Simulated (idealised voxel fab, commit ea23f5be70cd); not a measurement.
The following process module bears the name voxel gate over fins.
205 nm wide, 5 nm square cells: that's cross-section cut.
Cross-section format: a grid of square cells, given as bands from top to bottom; each band is one or more rows of cells. Heads up on the band format: heights come first, top then bottom, in nm. After that it's the materials left to right, each with its width in nm. A single material flagged "all across" fills the whole band edge to edge, and "empty" means there's empty space there. Note: height 0 marks the level under which the wafer is uniformly one material as received. Lowest band unbounded below, written "top 0, no bottom". Think of "30..40" as a width that walks from the first number to the second as you go down the band, top row to bottom row, taking equal-sized steps from row to row. For the purposes of this document, the phrase "nothing got changed" attached to a step denotes that no cell within the cross-section was modified by that step. Heads up: "Internal closed voids" only lists the empty pockets with no open path to the top that are 8 cells or more, and it writes them as width x height at distance, distance from the left edge, in nm. Post-settings text on a step line: simulator's own remark regarding the step. "overlay nm" denotes, for a step that has a mask, the displacement of the mask to the right of its planned place, with negative values corresponding to the left.

This section lists the process steps that were planned
1) op RECEIVE | material Si
2) op CONFORMAL_DEP | material SiN | thk nm 5
3) op MASKED_ETCH | tone cover | mask id FINS | width nm 15 | pitch nm 55 | etch materials SiN | depth nm 5 | overlay nm 0
4) op MASKED_ETCH | tone cover | mask id FINS | width nm 15 | pitch nm 55 | etch materials Si | depth nm 35 | overlay nm 0
5) op OXIDIZE | depth nm 5
6) op FILL_DEP | material SiO2 | thk nm 10
7) op CMP | height nm 5
8) op DIRECTIONAL_DEP | material aC | thk nm 15
9) op PATTERN | tone open | mask id RAIL | material resist | width nm 15 | thk nm 35 | overlay nm 0
10) op DIRECTIONAL_ETCH | etch materials aC | depth nm 15
11) op STRIP | etch materials resist
12) op DIRECTIONAL_ETCH | etch materials SiO2 | depth nm 35
13) op STRIP | etch materials aC
14) op CONFORMAL_DEP | material TiN | thk nm 5
15) op FILL_DEP | material Ru | thk nm 5
16) op CMP | height nm 5
17) op SELECTIVE_ETCH | etch materials W Ru TiN | depth nm 30
18) op FILL_DEP | material SiO2 | thk nm 5
19) op CMP | height nm 5
20) op SELECTIVE_ETCH | etch materials SiO2 | depth nm 20
21) op STRIP | etch materials SiN
22) op CONFORMAL_DEP | material HfO2 | thk nm 5
23) op CONFORMAL_DEP | material TiN | thk nm 5
24) op FILL_DEP | material W | thk nm 15
25) op CMP | height nm 20
26) op CONFORMAL_DEP | material SiCN | thk nm 5

As received (post step 1): cross-section
> top 0, no bottom: Si all across
> Internal closed voids: none

One mistake in running the module, otherwise start and plan as above: cross-section at the end
> top 25, bottom 20: SiCN all across
> top 20, bottom 10: W all across
> top 10, bottom 5: W=35  TiN=25  W=30  TiN=25  W=30  TiN=25  W=35
> top 5, bottom 0: W=35  TiN=5  HfO2=15  TiN=5  W=30  TiN=5  HfO2=15  TiN=5  W=30  TiN=5  HfO2=15  TiN=5  W=35
> top 0, bottom -15: W=35  TiN=5  HfO2=5  Si=5  HfO2=5  TiN=5  W=30  TiN=5  HfO2=5  Si=5  HfO2=5  TiN=5  W=30  TiN=5  HfO2=5  Si=5  HfO2=5  TiN=5  W=35
> top -15, bottom -20: TiN=40  HfO2=5  Si=5  HfO2=5  TiN=40  HfO2=5  Si=5  HfO2=5  TiN=40  HfO2=5  Si=5  HfO2=5  TiN=40
> top -20, bottom -25: HfO2=45  Si=5  HfO2=50  Si=5  HfO2=50  Si=5  HfO2=45
> top -25, bottom -30: SiO2=45  Si=5  SiO2=15  TiN=15  SiO2=20  Si=5  SiO2=50  Si=5  SiO2=45
> top -30, bottom -40: SiO2=45  Si=5  SiO2=50  Si=5  SiO2=50  Si=5  SiO2=45
> top -40, no bottom: Si all across
> Internal closed voids: none
Which mistake was made when the wafer was run? step 20 was run on a setting that differed from the plan, and what really ran there is op SELECTIVE_ETCH | etch materials SiO2 | depth nm 30
